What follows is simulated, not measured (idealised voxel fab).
process module | voxel capacitor over wiring
cross-section cut | 235 nm wide | cells 5 nm
A cross-section is a grid of square cells, given in bands from the top down. A band is one or more rows of cells.
Each band's line starts with the height of the band's top and of its bottom, in nm. Then come its materials from left to right, each with its width in nm. One material with "throughout" fills the band from edge to edge. "air" is empty space.
Height 0 is the level under which the wafer as received is all one material. The lowest band goes on downwards, as in "0 down".
A width such as "30 to 40" changes by the same amount from each row of cells to the next, from the band's top row to its bottom row.
"no change" after a step means that no cell of the cross-section changed.
closed voids: empty space of 8 cells or more with no open way to the top, each as width x height at its distance from the left edge, in nm
after a step's settings: what the simulator itself notes on the step
overlay nm, on a step with a mask: how far to the right of its planned place the mask lay; to the left if negative
plan
1 op RECEIVE | material Si
2 op CONFORMAL_DEP | material SiO2 | thk nm 10
3 op CONFORMAL_DEP | material SiCN | thk nm 5
4 op DIRECTIONAL_DEP | material SiO2 | thk nm 15
5 op DIRECTIONAL_DEP | material aC | thk nm 15
6 op PATTERN | tone open | mask id METAL_1 | material resist | width nm 20 | pitch nm 80 | thk nm 35 | overlay nm 0
7 op DIRECTIONAL_ETCH | etch materials aC | depth nm 15
8 op STRIP | etch materials resist
9 op DIRECTIONAL_ETCH | etch materials SiO2 | depth nm 15
10 op DIRECTIONAL_ETCH | etch materials SiCN | depth nm 5
11 op STRIP | etch materials aC
12 op CONFORMAL_DEP | material TiN | thk nm 5
13 op FILL_DEP | material Cu | thk nm 5
14 op CMP | height nm 30
15 op CONFORMAL_DEP | material SiCN | thk nm 5
16 op DIRECTIONAL_DEP | material SiO2 | thk nm 15
17 op PATTERN | tone open | mask id PLUG_1 | material resist | width nm 15 | thk nm 15 | overlay nm 0
18 op DIRECTIONAL_ETCH | etch materials SiO2 | depth nm 15
19 op DIRECTIONAL_ETCH | etch materials SiCN | depth nm 5
20 op STRIP | etch materials resist
21 op CONFORMAL_DEP | material TiN | thk nm 5
22 op FILL_DEP | material W | thk nm 10
23 op CMP | height nm 50
24 op DIRECTIONAL_DEP | material TiN | thk nm 10
25 op DIRECTIONAL_DEP | material HfO2 | thk nm 5
26 op DIRECTIONAL_DEP | material TiN | thk nm 5
27 op PATTERN | tone cover | mask id UPPER_PLATE | material resist | width nm 65 | thk nm 20 | overlay nm 0
28 op DIRECTIONAL_ETCH | etch materials TiN | depth nm 5
29 op DIRECTIONAL_ETCH | etch materials HfO2 | depth nm 5
30 op STRIP | etch materials resist
31 op PATTERN | tone cover | mask id LOWER_PLATE | material resist | width nm 75 | thk nm 20 | overlay nm 0
32 op DIRECTIONAL_ETCH | etch materials TiN | depth nm 10
33 op STRIP | etch materials resist
34 op FILL_DEP | material SiO2 | thk nm 20
35 op CMP | height nm 85
36 op PATTERN | tone open | mask id PLUG_2 | material resist | width nm 15 | thk nm 15 | overlay nm 0
37 op DIRECTIONAL_ETCH | etch materials SiO2 | depth nm 15
38 op STRIP | etch materials resist
39 op CONFORMAL_DEP | material TiN | thk nm 5
40 op FILL_DEP | material W | thk nm 10
41 op CMP | height nm 85
42 op CONFORMAL_DEP | material SiN | thk nm 5
as received, after step 1
  0 down: Si throughout
  closed voids: none
a wafer at the end: this start, this plan, one mistake
  90 to 85: SiN throughout
  85 to 75: SiO2 80 | TiN 5 | W 5 | TiN 5 | SiO2 140
  75 to 65: SiO2 80 to 70 | TiN 15 to 65 | SiO2 140 to 100
  65 to 60: SiO2 70 | HfO2 65 | SiO2 100
  60 to 50: SiO2 65 | TiN 75 | SiO2 95
  50 to 35: SiO2 70 | TiN 5 | W 5 | TiN 5 | SiO2 150
  35 to 30: SiCN 70 | TiN 15 | SiCN 150
  30 to 15: SiO2 75 | TiN 5 | Cu 10 | TiN 5 | SiO2 60 | TiN 5 | Cu 10 | TiN 5 | SiO2 60
  15 to 10: SiCN 75 | TiN 20 | SiCN 60 | TiN 20 | SiCN 60
  10 to 0: SiO2 throughout
  0 down: Si throughout
  closed voids: none
what went wrong: step 6 ran as: op PATTERN | tone open | mask id METAL_1 | material resist | width nm 20 | pitch nm 80 | thk nm 35 | overlay nm 10
